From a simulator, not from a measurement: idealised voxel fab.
Proc. module: voxel wiring stack
Cross-sectional view cut (width: 195 nm; square cell size: 5 nm).
Cross-section spec: square-cell grid; bands listed top down; each band is one or more rows.
This entry defines a band. It first specifies the height of the band's top and the height of its bottom in nm, and then specifies the band's materials from left to right, stating each material with its width in nm. The word "throughout" identifies a single material that fills the band from edge to edge, while the word "empty" identifies empty space.
For the purposes of this specification, 0 denotes the height below which the wafer in its as-received condition is composed wholly of one material, and the lowermost band, lacking a lower limit, extends downward without end, as expressed in "0..down".
Note: "30->40" means the width goes from the first number (top row of the band) to the second number (bottom row) in equal steps per row of cells.
Step note "no alteration" = no cross-section cell changed.
Empty spaces counting at least 8 cells and having no open way to the top are listed in "Voids, sealed". The notation width x height at distance is used for each, the distance being from the left edge and all three values in nm.
Formally, on a step line, whatever follows the settings is a remark that the simulator itself makes on the step.
"overlay nm" denotes, for a step that has a mask, the displacement of the mask to the right of its planned place, with negative values corresponding to the left.

[These are the steps we planned for the process]
1,RECEIVE | material Si
2,CONFORMAL_DEP | material SiO2 | thk nm 15
3,CONFORMAL_DEP | material SiCN | thk nm 5
4,DIRECTIONAL_DEP | material SiO2 | thk nm 20
5,MASKED_ETCH | tone open | mask id METAL_1 | width nm 30 | pitch nm 45 | etch materials SiO2 | depth nm 20 | overlay nm 0
6,MASKED_ETCH | tone open | mask id METAL_1 | width nm 30 | pitch nm 45 | etch materials SiCN | depth nm 5 | overlay nm 0
7,CONFORMAL_DEP | material TiN | thk nm 5
8,FILL_DEP | material W | thk nm 10
9,CMP | height nm 40
10,CONFORMAL_DEP | material SiCN | thk nm 5
11,DIRECTIONAL_DEP | material SiO2 | thk nm 15
12,MASKED_ETCH | tone open | mask id PLUG_1 | width nm 15 | pitch nm 45 | etch materials SiO2 | depth nm 15 | overlay nm 0
13,MASKED_ETCH | tone open | mask id PLUG_1 | width nm 15 | pitch nm 45 | etch materials SiCN | depth nm 5 | overlay nm 0
14,CONFORMAL_DEP | material TiN | thk nm 5
15,FILL_DEP | material Cu | thk nm 10
16,CMP | height nm 60
17,CONFORMAL_DEP | material SiCN | thk nm 5
18,DIRECTIONAL_DEP | material lowk | thk nm 25
19,DIRECTIONAL_DEP | material aC | thk nm 10
20,PATTERN | tone open | mask id METAL_2 | material resist | width nm 30 | pitch nm 45 | thk nm 30 | overlay nm 0
21,DIRECTIONAL_ETCH | etch materials aC | depth nm 10
22,STRIP | etch materials resist
23,DIRECTIONAL_ETCH | etch materials lowk | depth nm 25
24,DIRECTIONAL_ETCH | etch materials SiCN | depth nm 5
25,STRIP | etch materials aC
26,CONFORMAL_DEP | material TiN | thk nm 5
27,FILL_DEP | material Ru | thk nm 10
28,CMP | height nm 90
29,CONFORMAL_DEP | material SiCN | thk nm 5

[Cross-section of the wafer upon arrival, representing the state reached after step 1]
0..down: Si throughout
Voids, sealed: none

[a wafer at the end: this start, this plan, one mistake]
95..90: SiCN throughout
90..65: 60 of lowk  5 of TiN  20 of Ru  5 of TiN  15 of lowk  5 of TiN  20 of Ru  5 of TiN  60 of lowk
65..60: 60 of SiCN  30 of TiN  15 of SiCN  30 of TiN  60 of SiCN
60..45: 60 of SiO2  5 of TiN  5 of Cu  5 of TiN  30 of SiO2  5 of TiN  5 of Cu  5 of TiN  75 of SiO2
45..40: 60 of SiCN  15 of TiN  30 of SiCN  15 of TiN  75 of SiCN
40..35: 60 of SiO2  5 of TiN  20 of W  5 of TiN  15 of SiO2  5 of TiN  20 of W  5 of TiN  60 of SiO2
35..30: 60 of SiCN  30 of TiN  15 of SiCN  30 of TiN  60 of SiCN
30..0: SiO2 throughout
0..down: Si throughout
Voids, sealed: none
Short version of what went wrong: step 2 of the plan was carried out twice
